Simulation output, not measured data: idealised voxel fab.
Process module, titled voxel wiring stack
The cross-section on display is named cut; it measures 300 nm wide, and its cells are 5 nm squares.
The cross-sections in this document take the form of a grid made of square cells. They are written out as bands, in order from top to bottom. Each band consists of one or more rows of cells.
Heights first: top, then bottom, in nm. Then materials, left to right, each with a width in nm. "all across" on a single material: fills the band edge to edge. "blank": empty space.
The reference from which all heights are counted is 0, the level beneath which the as-received wafer is entirely one material; the lowest band, having no lower bound, proceeds downward and is written after the example "0 nm and below".
A width given as "30 to 40" starts at the first number in the band's top row and ends at the second number in its bottom row, shifting by an equal amount at every step from row to row.
When a step is marked "no change", none of the cells in the cross-section changed during that step.
The entry "Sealed internal voids" lists the empty spaces that cover at least 8 cells and have no open path to the top. Each is written as width x height at distance, where the distance is measured from the left edge and all three values are in nm.
On each step's line, the part that comes after the settings is the simulator's own comment on the step.
The line of a step may include "overlay nm". On a step with a mask, this value is how far to the right of its planned place the mask lay. A negative value means the mask lay to the left.

THIS SECTION LISTS THE PROCESS STEPS THAT WERE PLANNED
step 1: RECEIVE,material Si
step 2: CONFORMAL_DEP,material SiO2,thk nm 15
step 3: DIRECTIONAL_DEP,material TiN,thk nm 5
step 4: DIRECTIONAL_DEP,material W,thk nm 15
step 5: PATTERN,tone cover,mask id METAL_1,material resist,width nm 25,pitch nm 55,thk nm 20,overlay nm 0
step 6: DIRECTIONAL_ETCH,etch materials W,depth nm 15
step 7: DIRECTIONAL_ETCH,etch materials TiN,depth nm 5
step 8: STRIP,etch materials resist
step 9: CONFORMAL_DEP,material SiCN,thk nm 5
step 10: FILL_DEP,material lowk,thk nm 10
step 11: CMP,height nm 35
step 12: CONFORMAL_DEP,material SiCN,thk nm 5
step 13: DIRECTIONAL_DEP,material lowk,thk nm 10
step 14: DIRECTIONAL_DEP,material aC,thk nm 10
step 15: PATTERN,tone open,mask id PLUG_1,material resist,width nm 15,thk nm 25,overlay nm 0
step 16: DIRECTIONAL_ETCH,etch materials aC,depth nm 10
step 17: STRIP,etch materials resist
step 18: DIRECTIONAL_ETCH,etch materials lowk,depth nm 10
step 19: DIRECTIONAL_ETCH,etch materials SiCN,depth nm 5
step 20: STRIP,etch materials aC
step 21: CONFORMAL_DEP,material TiN,thk nm 5
step 22: FILL_DEP,material Cu,thk nm 5
step 23: CMP,height nm 50
step 24: CONFORMAL_DEP,material SiCN,thk nm 5
step 25: DIRECTIONAL_DEP,material lowk,thk nm 15
step 26: MASKED_ETCH,tone open,mask id METAL_2,width nm 25,pitch nm 55,etch materials lowk,depth nm 15,overlay nm 0
step 27: MASKED_ETCH,tone open,mask id METAL_2,width nm 25,pitch nm 55,etch materials SiCN,depth nm 5,overlay nm 0
step 28: CONFORMAL_DEP,material TiN,thk nm 5
step 29: FILL_DEP,material Cu,thk nm 5
step 30: CMP,height nm 70
step 31: CONFORMAL_DEP,material SiCN,thk nm 5
step 32: DIRECTIONAL_DEP,material lowk,thk nm 15
step 33: PATTERN,tone open,mask id PLUG_2,material resist,width nm 15,thk nm 15,overlay nm 0
step 34: DIRECTIONAL_ETCH,etch materials lowk,depth nm 15
step 35: DIRECTIONAL_ETCH,etch materials SiCN,depth nm 5
step 36: STRIP,etch materials resist
step 37: CONFORMAL_DEP,material TiN,thk nm 5
step 38: FILL_DEP,material Cu,thk nm 5
step 39: CMP,height nm 90
step 40: DIRECTIONAL_DEP,material TiN,thk nm 5
step 41: DIRECTIONAL_DEP,material Ru,thk nm 20
step 42: MASKED_ETCH,tone cover,mask id METAL_3,width nm 25,pitch nm 55,etch materials Ru,depth nm 20,overlay nm 0
step 43: MASKED_ETCH,tone cover,mask id METAL_3,width nm 25,pitch nm 55,etch materials TiN,depth nm 5,overlay nm 0
step 44: CONFORMAL_DEP,material SiCN,thk nm 5
step 45: FILL_DEP,material SiO2,thk nm 5
step 46: CMP,height nm 115
step 47: CONFORMAL_DEP,material SiCN,thk nm 5
step 48: DIRECTIONAL_DEP,material lowk,thk nm 30
step 49: PATTERN,tone open,mask id METAL_4_HOLES,material resist,width nm 15,pitch nm 55,thk nm 20,overlay nm 0
step 50: DIRECTIONAL_ETCH,etch materials lowk,depth nm 30
step 51: STRIP,etch materials resist
step 52: PATTERN,tone open,mask id METAL_4,material resist,width nm 25,pitch nm 55,thk nm 15,overlay nm 0
step 53: DIRECTIONAL_ETCH,etch materials lowk,depth nm 15
step 54: DIRECTIONAL_ETCH,etch materials SiCN,depth nm 5
step 55: STRIP,etch materials resist
step 56: CONFORMAL_DEP,material TiN,thk nm 5
step 57: FILL_DEP,material Cu,thk nm 10
step 58: CMP,height nm 150
step 59: CONFORMAL_DEP,material SiN,thk nm 5

THIS IS THE CROSS-SECTION OF THE WAFER AS WE RECEIVED IT, I.E. AFTER STEP 1
> 0 nm and below = Si all across
> Sealed internal voids: none

FIGURE: CROSS-SECTIONAL VIEW OF THE WAFER UPON COMPLETION OF THE MODULE, PROCESSED FROM THE INITIAL STATE AND ACCORDING TO THE PLAN DEPICTED ABOVE, WITH ONE ERROR INTRODUCED DURING EXECUTION
> 155 nm to 150 nm = SiN all across
> 150 nm to 140 nm = 110 nm lowk  5 nm TiN  15 nm Cu  5 nm TiN  30 nm lowk  5 nm TiN  15 nm Cu  5 nm TiN  110 nm lowk
> 140 nm to 135 nm = 110 nm lowk  5 nm TiN  5 nm Cu  15 nm TiN  30 nm lowk  5 nm TiN  5 nm Cu  15 nm TiN  110 nm lowk
> 135 nm to 120 nm = 110 nm lowk  5 nm TiN  5 nm Cu  5 nm TiN  40 nm lowk  5 nm TiN  5 nm Cu  5 nm TiN  120 nm lowk
> 120 nm to 115 nm = 110 nm SiCN  15 nm TiN  40 nm SiCN  15 nm TiN  120 nm SiCN
> 115 nm to 95 nm = 105 nm SiO2  5 nm SiCN  25 nm Ru  5 nm SiCN  20 nm SiO2  5 nm SiCN  25 nm Ru  5 nm SiCN  105 nm SiO2
> 95 nm to 90 nm = 110 nm SiCN  25 nm TiN  30 nm SiCN  25 nm TiN  110 nm SiCN
> 90 nm to 75 nm = 120 nm lowk  5 nm TiN  5 nm Cu  5 nm TiN  165 nm lowk
> 75 nm to 70 nm = 120 nm SiCN  15 nm TiN  165 nm SiCN
> 70 nm to 55 nm = 110 nm lowk  5 nm TiN  15 nm Cu  5 nm TiN  30 nm lowk  5 nm TiN  15 nm Cu  5 nm TiN  110 nm lowk
> 55 nm to 50 nm = 110 nm SiCN  25 nm TiN  30 nm SiCN  25 nm TiN  110 nm SiCN
> 50 nm to 40 nm = 110 nm lowk  5 nm TiN  5 nm Cu  5 nm TiN  175 nm lowk
> 40 nm to 35 nm = 110 nm SiCN  15 nm TiN  175 nm SiCN
> 35 nm to 20 nm = 105 nm lowk  5 nm SiCN  25 nm W  5 nm SiCN  20 nm lowk  5 nm SiCN  25 nm W  5 nm SiCN  105 nm lowk
> 20 nm to 15 nm = 110 nm SiCN  25 nm TiN  30 nm SiCN  25 nm TiN  110 nm SiCN
> 15 nm to 0 nm = SiO2 all across
> 0 nm and below = Si all across
> Sealed internal voids: none
Here's what went sideways: heads up, step 33 didn't go per plan, it actually ran as PATTERN,tone open,mask id PLUG_2,material resist,width nm 15,thk nm 15,overlay nm 10
